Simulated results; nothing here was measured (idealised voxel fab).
Process module heading - voxel self aligned contacts
Displayed cross-section: cut, width of 225 nm, square cells sized 5 nm.
We lay out every cross-section as a grid of square cells and spell it out in bands from the top down, where one band means one or more rows of cells. Each band's line starts with the height of the band's top and of its bottom, in nm. Then come its materials from left to right, each with its width in nm. One material with "everywhere" fills the band from edge to edge. "air" is empty space. Beneath 0, the wafer as received is one material, and that level is where height counting begins. The lowest band goes on downward without a bottom; it is written like "from 0 down". Graded width ("30..40"): value in top row of band = first number; value in bottom row = second number; row-to-row change constant. When a step is marked "changes: none", none of the cells in the cross-section changed during that step. "Fully enclosed voids" specifies each empty space that is not open to the top and that occupies no fewer than 8 cells, using the form width x height at distance, the distance measured from the left edge and all three quantities in nm. The remark found on a step's line after its settings is issued by the simulator itself and pertains to that step. "overlay nm" answers the question of how far to the right of plan the mask lay on a step that has a mask, and when it is negative the answer is to the left. Every pair from here on: before one process step, after it. The after cross-section reaches only to the lowest band that changed. Below the pair: the step in between and its settings. Pairs can belong to different runs of this module on the same starting wafer; a pair carries on from the pair above only if the entry headed "Before-step section" says so.
### Before-step section
> from 55 to 50  SiO2 everywhere
> from 50 to 30  50 nm SiO2; 50 nm SiN; 20 nm SiO2; 50 nm SiN; 55 nm SiO2
> from 30 to 5  50 nm SiO2; 10 nm SiN; 30 nm polySi; 10 nm SiN; 20 nm SiO2; 10 nm SiN; 30 nm polySi; 10 nm SiN; 55 nm SiO2
> from 5 to 0  SiO2 everywhere
> from 0 down  Si everywhere
> Fully enclosed voids: none
### As Processed
> from 75 to 55  80 nm resist; 50 nm air; 95 nm resist
> Heights below 55 show no change.
> Fully enclosed voids: none
Which operation lies between the before and after views above? PATTERN (tone open; mask id CONTACT; material resist; width nm 50; thk nm 20; overlay nm -5)
Before-step section: after-state, pair directly above.
### As Processed
> from 75 to 55  80 nm resist; 50 nm air; 95 nm resist
> from 55 to 50  80 nm SiO2; 50 nm air; 95 nm SiO2
> from 50 to 30  50 nm SiO2; 50 nm SiN; 20 nm air; 50 nm SiN; 55 nm SiO2
> from 30 to 5  50 nm SiO2; 10 nm SiN; 30 nm polySi; 10 nm SiN; 20 nm air; 10 nm SiN; 30 nm polySi; 10 nm SiN; 55 nm SiO2
> from 5 to 0  100 nm SiO2; 20 nm air; 105 nm SiO2
> Heights below 0 show no change.
> Fully enclosed voids: none
Which operation lies between the before and after views above? DIRECTIONAL_ETCH (etch materials SiO2; depth nm 55)
Before-step section: after-state, pair directly above.
### As Processed
> from 55 to 50  80 nm SiO2; 50 nm air; 95 nm SiO2
> Heights below 50 show no change.
> Fully enclosed voids: none
Which operation lies between the before and after views above? STRIP (etch materials resist)
Before-step section: after-state, pair directly above.
### As Processed
> from 60 to 55  85 nm TiN; 40 nm air; 100 nm TiN
> from 55 to 50  80 nm SiO2; 25 nm TiN; 10 nm air; 15 nm TiN; 95 nm SiO2
> from 50 to 30  50 nm SiO2; 50 nm SiN; 5 nm TiN; 10 nm air; 5 nm TiN; 50 nm SiN; 55 nm SiO2
> from 30 to 5  50 nm SiO2; 10 nm SiN; 30 nm polySi; 10 nm SiN; 5 nm TiN; 10 nm air; 5 nm TiN; 10 nm SiN; 30 nm polySi; 10 nm SiN; 55 nm SiO2
> from 5 to 0  100 nm SiO2; 20 nm TiN; 105 nm SiO2
> Heights below 0 show no change.
> Fully enclosed voids: none
Which operation lies between the before and after views above? CONFORMAL_DEP (material TiN; thk nm 5)
Before-step section: after-state, pair directly above.
### As Processed
> from 70 to 60  Ru everywhere
> from 60 to 55  85 nm TiN; 40 nm Ru; 100 nm TiN
> from 55 to 50  80 nm SiO2; 25 nm TiN; 10 nm Ru; 15 nm TiN; 95 nm SiO2
> from 50 to 30  50 nm SiO2; 50 nm SiN; 5 nm TiN; 10 nm Ru; 5 nm TiN; 50 nm SiN; 55 nm SiO2
> from 30 to 5  50 nm SiO2; 10 nm SiN; 30 nm polySi; 10 nm SiN; 5 nm TiN; 10 nm Ru; 5 nm TiN; 10 nm SiN; 30 nm polySi; 10 nm SiN; 55 nm SiO2
> Heights below 5 show no change.
> Fully enclosed voids: none
Which operation lies between the before and after views above? FILL_DEP (material Ru; thk nm 10)
Before-step section: after-state, pair directly above.
### As Processed
> from 55 to 50  80 nm SiO2; 25 nm TiN; 10 nm Ru; 15 nm TiN; 95 nm SiO2
> Heights below 50 show no change.
> Fully enclosed voids: none
Which operation lies between the before and after views above? CMP (height nm 55)
Before-step section: after-state, pair directly above.
### As Processed
> from 60 to 55  SiCN everywhere
> Heights below 55 show no change.
> Fully enclosed voids: none
Which operation lies between the before and after views above? CONFORMAL_DEP (material SiCN; thk nm 5)
### Before-step section
> from 0 down  Si everywhere
> Fully enclosed voids: none
### As Processed
> from 5 to 0  SiN everywhere
> Heights below 0 show no change.
> Fully enclosed voids: none
Which operation lies between the before and after views above? CONFORMAL_DEP (material SiN; thk nm 5)
Before-step section: after-state, pair directly above.
### As Processed
> from 30 to 5  polySi everywhere
> Heights below 5 show no change.
> Fully enclosed voids: none
Which operation lies between the before and after views above? DIRECTIONAL_DEP (material polySi; thk nm 25)
Before-step section: after-state, pair directly above.
### As Processed
> from 50 to 30  SiN everywhere
> Heights below 30 show no change.
> Fully enclosed voids: none
Which operation lies between the before and after views above? DIRECTIONAL_DEP (material SiN; thk nm 20)
Before-step section: after-state, pair directly above.
### As Processed
> from 50 to 30  60 nm air; 30 nm SiN; 40 nm air; 30 nm SiN; 65 nm air
> Heights below 30 show no change.
> Fully enclosed voids: none
Which operation lies between the before and after views above? MASKED_ETCH (tone cover; mask id GATE; width nm 30; pitch nm 70; etch materials SiN; depth nm 20; overlay nm 0)
Before-step section: after-state, pair directly above.
### As Processed
> from 50 to 30  60 nm air; 30 nm SiN; 40 nm air; 30 nm SiN; 65 nm air
> from 30 to 5  60 nm air; 30 nm polySi; 40 nm air; 30 nm polySi; 65 nm air
> Heights below 5 show no change.
> Fully enclosed voids: none
Which operation lies between the before and after views above? MASKED_ETCH (tone cover; mask id GATE; width nm 30; pitch nm 70; etch materials polySi; depth nm 25; overlay nm 0)
Before-step section: after-state, pair directly above.
### As Processed
> from 60 to 30  50 nm air; 50 nm SiN; 20 nm air; 50 nm SiN; 55 nm air
> from 30 to 15  50 nm air; 10 nm SiN; 30 nm polySi; 10 nm SiN; 20 nm air; 10 nm SiN; 30 nm polySi; 10 nm SiN; 55 nm air
> from 15 to 5  60 nm SiN; 30 nm polySi; 40 nm SiN; 30 nm polySi; 65 nm SiN
> Heights below 5 show no change.
> Fully enclosed voids: none
Which operation lies between the before and after views above? CONFORMAL_DEP (material SiN; thk nm 10)
Before-step section: after-state, pair directly above.
### As Processed
> from 50 to 30  50 nm air; 50 nm SiN; 20 nm air; 50 nm SiN; 55 nm air
> from 30 to 5  50 nm air; 10 nm SiN; 30 nm polySi; 10 nm SiN; 20 nm air; 10 nm SiN; 30 nm polySi; 10 nm SiN; 55 nm air
> Heights below 5 show no change.
> Fully enclosed voids: none
Which operation lies between the before and after views above? DIRECTIONAL_ETCH (etch materials SiN; depth nm 10)
Before-step section: after-state, pair directly above.
### As Processed
> from 60 to 50  SiO2 everywhere
> from 50 to 30  50 nm SiO2; 50 nm SiN; 20 nm SiO2; 50 nm SiN; 55 nm SiO2
> from 30 to 5  50 nm SiO2; 10 nm SiN; 30 nm polySi; 10 nm SiN; 20 nm SiO2; 10 nm SiN; 30 nm polySi; 10 nm SiN; 55 nm SiO2
> Heights below 5 show no change.
> Fully enclosed voids: none
Which operation lies between the before and after views above? FILL_DEP (material SiO2; thk nm 10)
Before-step section: after-state, pair directly above.
### As Processed
> from 55 to 50  SiO2 everywhere
> Heights below 50 show no change.
> Fully enclosed voids: none
Which operation lies between the before and after views above? CMP (height nm 55)
Before-step section: after-state, pair directly above.
### As Processed
> from 75 to 55  85 nm resist; 50 nm air; 90 nm resist
> Heights below 55 show no change.
> Fully enclosed voids: none
Which operation lies between the before and after views above? PATTERN (tone open; mask id CONTACT; material resist; width nm 50; thk nm 20; overlay nm 0)
Before-step section: after-state, pair directly above.
### As Processed
> from 75 to 55  85 nm resist; 50 nm air; 90 nm resist
> from 55 to 50  85 nm SiO2; 50 nm air; 90 nm SiO2
> from 50 to 30  50 nm SiO2; 50 nm SiN; 20 nm air; 50 nm SiN; 55 nm SiO2
> from 30 to 5  50 nm SiO2; 10 nm SiN; 30 nm polySi; 10 nm SiN; 20 nm air; 10 nm SiN; 30 nm polySi; 10 nm SiN; 55 nm SiO2
> Heights below 5 show no change.
> Fully enclosed voids: none
Which operation lies between the before and after views above? DIRECTIONAL_ETCH (etch materials SiO2; depth nm 55)
Before-step section: after-state, pair directly above.
### As Processed
> from 55 to 50  85 nm SiO2; 50 nm air; 90 nm SiO2
> Heights below 50 show no change.
> Fully enclosed voids: none
Which operation lies between the before and after views above? STRIP (etch materials resist)
Before-step section: after-state, pair directly above.
### As Processed
> from 60 to 55  90 nm TiN; 40 nm air; 95 nm TiN
> from 55 to 50  85 nm SiO2; 20 nm TiN; 10 nm air; 20 nm TiN; 90 nm SiO2
> from 50 to 30  50 nm SiO2; 50 nm SiN; 5 nm TiN; 10 nm air; 5 nm TiN; 50 nm SiN; 55 nm SiO2
> from 30 to 10  50 nm SiO2; 10 nm SiN; 30 nm polySi; 10 nm SiN; 5 nm TiN; 10 nm air; 5 nm TiN; 10 nm SiN; 30 nm polySi; 10 nm SiN; 55 nm SiO2
> from 10 to 5  50 nm SiO2; 10 nm SiN; 30 nm polySi; 10 nm SiN; 20 nm TiN; 10 nm SiN; 30 nm polySi; 10 nm SiN; 55 nm SiO2
> Heights below 5 show no change.
> Fully enclosed voids: none
Which operation lies between the before and after views above? CONFORMAL_DEP (material TiN; thk nm 5)
Before-step section: after-state, pair directly above.
### As Processed
> from 70 to 60  Ru everywhere
> from 60 to 55  90 nm TiN; 40 nm Ru; 95 nm TiN
> from 55 to 50  85 nm SiO2; 20 nm TiN; 10 nm Ru; 20 nm TiN; 90 nm SiO2
> from 50 to 30  50 nm SiO2; 50 nm SiN; 5 nm TiN; 10 nm Ru; 5 nm TiN; 50 nm SiN; 55 nm SiO2
> from 30 to 10  50 nm SiO2; 10 nm SiN; 30 nm polySi; 10 nm SiN; 5 nm TiN; 10 nm Ru; 5 nm TiN; 10 nm SiN; 30 nm polySi; 10 nm SiN; 55 nm SiO2
> Heights below 10 show no change.
> Fully enclosed voids: none
Which operation lies between the before and after views above? FILL_DEP (material Ru; thk nm 10)
Before-step section: after-state, pair directly above.
### As Processed
> from 55 to 50  85 nm SiO2; 20 nm TiN; 10 nm Ru; 20 nm TiN; 90 nm SiO2
> Heights below 50 show no change.
> Fully enclosed voids: none
Which operation lies between the before and after views above? CMP (height nm 55)
Before-step section: after-state, pair directly above.
### As Processed
> from 60 to 55  SiCN everywhere
> Heights below 55 show no change.
> Fully enclosed voids: none
Which operation lies between the before and after views above? CONFORMAL_DEP (material SiCN; thk nm 5)
### Before-step section
> from 50 to 30  SiN everywhere
> from 30 to 5  polySi everywhere
> from 5 to 0  SiO2 everywhere
> from 0 down  Si everywhere
> Fully enclosed voids: none
### As Processed
> from 50 to 30  60 nm SiN; 30 nm air; 40 nm SiN; 30 nm air; 65 nm SiN
> Heights below 30 show no change.
> Fully enclosed voids: none
Which operation lies between the before and after views above? MASKED_ETCH (tone open; mask id GATE; width nm 30; pitch nm 70; etch materials SiN; depth nm 20; overlay nm 0)
Before-step section: after-state, pair directly above.
### As Processed
> from 60 to 40  70 nm SiN; 10 nm air; 60 nm SiN; 10 nm air; 75 nm SiN
> from 40 to 30  SiN everywhere
> Heights below 30 show no change.
> Fully enclosed voids: none
Which operation lies between the before and after views above? CONFORMAL_DEP (material SiN; thk nm 10)
Before-step section: after-state, pair directly above.
### As Processed
> from 50 to 30  70 nm SiN; 10 nm air; 60 nm SiN; 10 nm air; 75 nm SiN
> Heights below 30 show no change.
> Fully enclosed voids: none
Which operation lies between the before and after views above? DIRECTIONAL_ETCH (etch materials SiN; depth nm 10)
Before-step section: after-state, pair directly above.
### As Processed
> from 60 to 50  SiO2 everywhere
> from 50 to 30  70 nm SiN; 10 nm SiO2; 60 nm SiN; 10 nm SiO2; 75 nm SiN
> Heights below 30 show no change.
> Fully enclosed voids: none
Which operation lies between the before and after views above? FILL_DEP (material SiO2; thk nm 10)
Before-step section: after-state, pair directly above.
### As Processed
> from 55 to 50  SiO2 everywhere
> Heights below 50 show no change.
> Fully enclosed voids: none
Which operation lies between the before and after views above? CMP (height nm 55)
Before-step section: after-state, pair directly above.
### As Processed
> from 75 to 55  85 nm resist; 50 nm air; 90 nm resist
> Heights below 55 show no change.
> Fully enclosed voids: none
Which operation lies between the before and after views above? PATTERN (tone open; mask id CONTACT; material resist; width nm 50; thk nm 20; overlay nm 0)
Before-step section: after-state, pair directly above.
### As Processed
> from 75 to 55  85 nm resist; 50 nm air; 90 nm resist
> from 55 to 50  85 nm SiO2; 50 nm air; 90 nm SiO2
> Heights below 50 show no change.
> Fully enclosed voids: none
Which operation lies between the before and after views above? DIRECTIONAL_ETCH (etch materials SiO2; depth nm 55)
Before-step section: after-state, pair directly above.
### As Processed
> from 55 to 50  85 nm SiO2; 50 nm air; 90 nm SiO2
> Heights below 50 show no change.
> Fully enclosed voids: none
Which operation lies between the before and after views above? STRIP (etch materials resist)
Before-step section: after-state, pair directly above.
### As Processed
> from 60 to 55  90 nm TiN; 40 nm air; 95 nm TiN
> from 55 to 50  85 nm SiO2; 50 nm TiN; 90 nm SiO2
> Heights below 50 show no change.
> Fully enclosed voids: none
Which operation lies between the before and after views above? CONFORMAL_DEP (material TiN; thk nm 5)
Before-step section: after-state, pair directly above.
### As Processed
> from 70 to 60  Ru everywhere
> from 60 to 55  90 nm TiN; 40 nm Ru; 95 nm TiN
> Heights below 55 show no change.
> Fully enclosed voids: none
Which operation lies between the before and after views above? FILL_DEP (material Ru; thk nm 10)
Before-step section: after-state, pair directly above.
### As Processed
> from 55 to 50  85 nm SiO2; 50 nm TiN; 90 nm SiO2
> Heights below 50 show no change.
> Fully enclosed voids: none
Which operation lies between the before and after views above? CMP (height nm 55)
Before-step section: after-state, pair directly above.
### As Processed
> from 60 to 55  SiCN everywhere
> Heights below 55 show no change.
> Fully enclosed voids: none
Which operation lies between the before and after views above? CONFORMAL_DEP (material SiCN; thk nm 5)
